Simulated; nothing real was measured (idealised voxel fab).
process module | voxel capacitor over wiring
cross-section cut | 200 nm wide | cells 5 nm
A cross-section is a grid of square cells, given in bands from the top down. A band is one or more rows of cells.
Each band's line starts with the height of the band's top and of its bottom, in nm. Then come its materials from left to right, each with its width in nm. One material with "throughout" fills the band from edge to edge. "air" is empty space.
Height 0 is the level under which the wafer as received is all one material. The lowest band goes on downwards, as in "0 down".
A width such as "30 to 40" changes by the same amount from each row of cells to the next, from the band's top row to its bottom row.
"no change" after a step means that no cell of the cross-section changed.
closed voids: empty space of 8 cells or more with no open way to the top, each as width x height at its distance from the left edge, in nm
after a step's settings: what the simulator itself notes on the step
overlay nm, on a step with a mask: how far to the right of its planned place the mask lay; to the left if negative
plan
1 op RECEIVE | material Si
2 op CONFORMAL_DEP | material SiO2 | thk nm 15
3 op DIRECTIONAL_DEP | material TiN | thk nm 5
4 op DIRECTIONAL_DEP | material Ru | thk nm 25
5 op PATTERN | tone cover | mask id METAL_1 | material resist | width nm 25 | pitch nm 85 | thk nm 20 | overlay nm 0
6 op DIRECTIONAL_ETCH | etch materials Ru | depth nm 25
7 op DIRECTIONAL_ETCH | etch materials TiN | depth nm 5
8 op STRIP | etch materials resist
9 op FILL_DEP | material SiO2 | thk nm 10
10 op CMP | height nm 45
11 op CONFORMAL_DEP | material SiCN | thk nm 5
12 op DIRECTIONAL_DEP | material lowk | thk nm 20
13 op MASKED_ETCH | tone open | mask id PLUG_1 | width nm 15 | etch materials lowk | depth nm 20 | overlay nm 0
14 op MASKED_ETCH | tone open | mask id PLUG_1 | width nm 15 | etch materials SiCN | depth nm 5 | overlay nm 0
15 op EPI | material Ru | thk nm 10
16 op EPI | material Ru | thk nm 10
17 op EPI | material Ru | thk nm 5
18 op DIRECTIONAL_DEP | material TiN | thk nm 10
19 op DIRECTIONAL_DEP | material HfO2 | thk nm 5
20 op DIRECTIONAL_DEP | material TiN | thk nm 10
21 op DIRECTIONAL_DEP | material aC | thk nm 10
22 op PATTERN | tone cover | mask id UPPER_PLATE | material resist | width nm 65 | thk nm 30 | overlay nm 0
23 op DIRECTIONAL_ETCH | etch materials aC | depth nm 10
24 op STRIP | etch materials resist
25 op DIRECTIONAL_ETCH | etch materials TiN | depth nm 10
26 op DIRECTIONAL_ETCH | etch materials HfO2 | depth nm 5
27 op STRIP | etch materials aC
28 op DIRECTIONAL_DEP | material aC | thk nm 15
29 op PATTERN | tone cover | mask id LOWER_PLATE | material resist | width nm 75 | thk nm 35 | overlay nm 0
30 op DIRECTIONAL_ETCH | etch materials aC | depth nm 15
31 op STRIP | etch materials resist
32 op DIRECTIONAL_ETCH | etch materials TiN | depth nm 10
33 op STRIP | etch materials aC
34 op FILL_DEP | material SiO2 | thk nm 20
35 op CMP | height nm 110
36 op PATTERN | tone open | mask id PLUG_2 | material resist | width nm 15 | thk nm 15 | overlay nm 0
37 op DIRECTIONAL_ETCH | etch materials SiO2 | depth nm 15
38 op STRIP | etch materials resist
39 op CONFORMAL_DEP | material TiN | thk nm 5
40 op FILL_DEP | material Ru | thk nm 10
41 op CMP | height nm 110
42 op CONFORMAL_DEP | material SiN | thk nm 5
first wafer, as planned
as received, after step 1
  0 down: Si throughout
  closed voids: none
after step 2
  15 to 0: SiO2 throughout
  below 0: unchanged
after step 3
  20 to 15: TiN throughout
  below 15: unchanged
after step 4
  45 to 20: Ru throughout
  below 20: unchanged
after step 5
  65 to 45: air 45 | resist 25 | air 60 | resist 25 | air 45
  below 45: unchanged
after step 6
  65 to 45: air 45 | resist 25 | air 60 | resist 25 | air 45
  45 to 20: air 45 | Ru 25 | air 60 | Ru 25 | air 45
  below 20: unchanged
after step 7
  65 to 45: air 45 | resist 25 | air 60 | resist 25 | air 45
  45 to 20: air 45 | Ru 25 | air 60 | Ru 25 | air 45
  20 to 15: air 45 | TiN 25 | air 60 | TiN 25 | air 45
  below 15: unchanged
after step 8
  45 to 20: air 45 | Ru 25 | air 60 | Ru 25 | air 45
  below 20: unchanged
after step 9
  55 to 45: SiO2 throughout
  45 to 20: SiO2 45 | Ru 25 | SiO2 60 | Ru 25 | SiO2 45
  20 to 15: SiO2 45 | TiN 25 | SiO2 60 | TiN 25 | SiO2 45
  below 15: unchanged
after step 10
  45 to 20: SiO2 45 | Ru 25 | SiO2 60 | Ru 25 | SiO2 45
  below 20: unchanged
after step 11
  50 to 45: SiCN throughout
  below 45: unchanged
after step 12
  70 to 50: lowk throughout
  below 50: unchanged
after step 13
  70 to 50: lowk 55 | air 15 | lowk 130
  below 50: unchanged
after step 14
  70 to 50: lowk 55 | air 15 | lowk 130
  50 to 45: SiCN 55 | air 15 | SiCN 130
  below 45: unchanged
after step 15
  70 to 55: lowk 55 | air 15 | lowk 130
  55 to 50: lowk 55 | Ru 15 | lowk 130
  50 to 45: SiCN 55 | Ru 15 | SiCN 130
  below 45: unchanged
after step 16
  70 to 65: lowk 55 | air 15 | lowk 130
  65 to 50: lowk 55 | Ru 15 | lowk 130
  below 50: unchanged
after step 17
  70 to 50: lowk 55 | Ru 15 | lowk 130
  below 50: unchanged
after step 18
  80 to 70: TiN throughout
  below 70: unchanged
after step 19
  85 to 80: HfO2 throughout
  below 80: unchanged
after step 20
  95 to 85: TiN throughout
  below 85: unchanged
after step 21
  105 to 95: aC throughout
  below 95: unchanged
after step 22
  135 to 105: air 55 | resist 65 | air 80
  below 105: unchanged
after step 23
  125 to 105: air 55 | resist 65 | air 80
  105 to 95: air 55 | aC 65 | air 80
  below 95: unchanged
after step 24
  105 to 95: air 55 | aC 65 | air 80
  below 95: unchanged
after step 25
  105 to 95: air 55 | aC 65 | air 80
  95 to 85: air 55 | TiN 65 | air 80
  below 85: unchanged
after step 26
  105 to 95: air 55 | aC 65 | air 80
  95 to 85: air 55 | TiN 65 | air 80
  85 to 80: air 55 | HfO2 65 | air 80
  below 80: unchanged
after step 27
  95 to 85: air 55 | TiN 65 | air 80
  below 85: unchanged
after step 28
  110 to 95: air 55 | aC 65 | air 80
  95 to 85: aC 55 | TiN 65 | aC 80
  85 to 80: aC 55 | HfO2 65 | aC 80
  below 80: unchanged
after step 29
  145 to 110: air 50 | resist 75 | air 75
  110 to 95: air 50 | resist 5 | aC 65 | resist 5 | air 75
  below 95: unchanged
after step 30
  130 to 110: air 50 | resist 75 | air 75
  110 to 95: air 50 | resist 5 | aC 65 | resist 5 | air 75
  95 to 85: air 50 | aC 5 | TiN 65 | aC 5 | air 75
  85 to 80: air 50 | aC 5 | HfO2 65 | aC 5 | air 75
  below 80: unchanged
after step 31
  110 to 95: air 55 | aC 65 | air 80
  below 95: unchanged
after step 32
  110 to 95: air 55 | aC 65 | air 80
  95 to 85: air 50 | aC 5 | TiN 65 | aC 5 | air 75
  85 to 80: air 50 | aC 5 | HfO2 65 | aC 5 | air 75
  80 to 70: air 50 | TiN 75 | air 75
  below 70: unchanged
after step 33
  95 to 85: air 55 | TiN 65 | air 80
  85 to 80: air 55 | HfO2 65 | air 80
  below 80: unchanged
after step 34
  115 to 95: SiO2 throughout
  95 to 85: SiO2 55 | TiN 65 | SiO2 80
  85 to 80: SiO2 55 | HfO2 65 | SiO2 80
  80 to 70: SiO2 50 | TiN 75 | SiO2 75
  below 70: unchanged
after step 35
  110 to 95: SiO2 throughout
  below 95: unchanged
after step 36
  125 to 110: resist 65 | air 15 | resist 120
  below 110: unchanged
after step 37
  125 to 110: resist 65 | air 15 | resist 120
  110 to 95: SiO2 65 | air 15 | SiO2 120
  below 95: unchanged
after step 38
  110 to 95: SiO2 65 | air 15 | SiO2 120
  below 95: unchanged
after step 39
  115 to 110: TiN 70 | air 5 | TiN 125
  110 to 100: SiO2 65 | TiN 5 | air 5 | TiN 5 | SiO2 120
  100 to 95: SiO2 65 | TiN 15 | SiO2 120
  below 95: unchanged
after step 40
  125 to 115: Ru throughout
  115 to 110: TiN 70 | Ru 5 | TiN 125
  110 to 100: SiO2 65 | TiN 5 | Ru 5 | TiN 5 | SiO2 120
  below 100: unchanged
after step 41
  110 to 100: SiO2 65 | TiN 5 | Ru 5 | TiN 5 | SiO2 120
  below 100: unchanged
after step 42
  115 to 110: SiN throughout
  below 110: unchanged
second wafer: like start, like plan, one mistake. Through step 11 it matches the first wafer
when step 12 should have ended
  70 to 50: TiN throughout
  below 50: unchanged
when step 13 should have ended: no change
when step 14 should have ended: no change
when step 15 should have ended
  80 to 70: Ru throughout
  below 70: unchanged
when step 16 should have ended
  90 to 70: Ru throughout
  below 70: unchanged
when step 17 should have ended
  95 to 70: Ru throughout
  below 70: unchanged
when step 18 should have ended
  105 to 95: TiN throughout
  below 95: unchanged
when step 19 should have ended
  110 to 105: HfO2 throughout
  below 105: unchanged
when step 20 should have ended
  120 to 110: TiN throughout
  below 110: unchanged
when step 21 should have ended
  130 to 120: aC throughout
  below 120: unchanged
when step 22 should have ended
  160 to 130: air 55 | resist 65 | air 80
  below 130: unchanged
when step 23 should have ended
  150 to 130: air 55 | resist 65 | air 80
  130 to 120: air 55 | aC 65 | air 80
  below 120: unchanged
when step 24 should have ended
  130 to 120: air 55 | aC 65 | air 80
  below 120: unchanged
when step 25 should have ended
  130 to 120: air 55 | aC 65 | air 80
  120 to 110: air 55 | TiN 65 | air 80
  below 110: unchanged
when step 26 should have ended
  130 to 120: air 55 | aC 65 | air 80
  120 to 110: air 55 | TiN 65 | air 80
  110 to 105: air 55 | HfO2 65 | air 80
  below 105: unchanged
when step 27 should have ended
  120 to 110: air 55 | TiN 65 | air 80
  below 110: unchanged
when step 28 should have ended
  135 to 120: air 55 | aC 65 | air 80
  120 to 110: aC 55 | TiN 65 | aC 80
  110 to 105: aC 55 | HfO2 65 | aC 80
  below 105: unchanged
when step 29 should have ended
  170 to 135: air 50 | resist 75 | air 75
  135 to 120: air 50 | resist 5 | aC 65 | resist 5 | air 75
  below 120: unchanged
when step 30 should have ended
  155 to 135: air 50 | resist 75 | air 75
  135 to 120: air 50 | resist 5 | aC 65 | resist 5 | air 75
  120 to 110: air 50 | aC 5 | TiN 65 | aC 5 | air 75
  110 to 105: air 50 | aC 5 | HfO2 65 | aC 5 | air 75
  below 105: unchanged
when step 31 should have ended
  135 to 120: air 55 | aC 65 | air 80
  below 120: unchanged
when step 32 should have ended
  135 to 120: air 55 | aC 65 | air 80
  120 to 110: air 50 | aC 5 | TiN 65 | aC 5 | air 75
  110 to 105: air 50 | aC 5 | HfO2 65 | aC 5 | air 75
  105 to 95: air 50 | TiN 75 | air 75
  below 95: unchanged
when step 33 should have ended
  120 to 110: air 55 | TiN 65 | air 80
  110 to 105: air 55 | HfO2 65 | air 80
  below 105: unchanged
when step 34 should have ended
  140 to 120: SiO2 throughout
  120 to 110: SiO2 55 | TiN 65 | SiO2 80
  110 to 105: SiO2 55 | HfO2 65 | SiO2 80
  105 to 95: SiO2 50 | TiN 75 | SiO2 75
  below 95: unchanged
when step 35 should have ended
  110 to 105: SiO2 55 | HfO2 65 | SiO2 80
  below 105: unchanged
when step 36 should have ended
  125 to 110: resist 65 | air 15 | resist 120
  below 110: unchanged
when step 37 should have ended: no change
when step 38 should have ended
  110 to 105: SiO2 55 | HfO2 65 | SiO2 80
  below 105: unchanged
when step 39 should have ended
  115 to 110: TiN throughout
  below 110: unchanged
when step 40 should have ended
  125 to 115: Ru throughout
  below 115: unchanged
when step 41 should have ended
  110 to 105: SiO2 55 | HfO2 65 | SiO2 80
  below 105: unchanged
when step 42 should have ended
  115 to 110: SiN throughout
  below 110: unchanged
what went wrong: step 12 ran as: op DIRECTIONAL_DEP | material TiN | thk nm 20
at the end the second wafer has, in cells: 183 more of Ru | 3 more of SiCN | 165 fewer of SiO2 | 127 more of TiN | 148 fewer of lowk
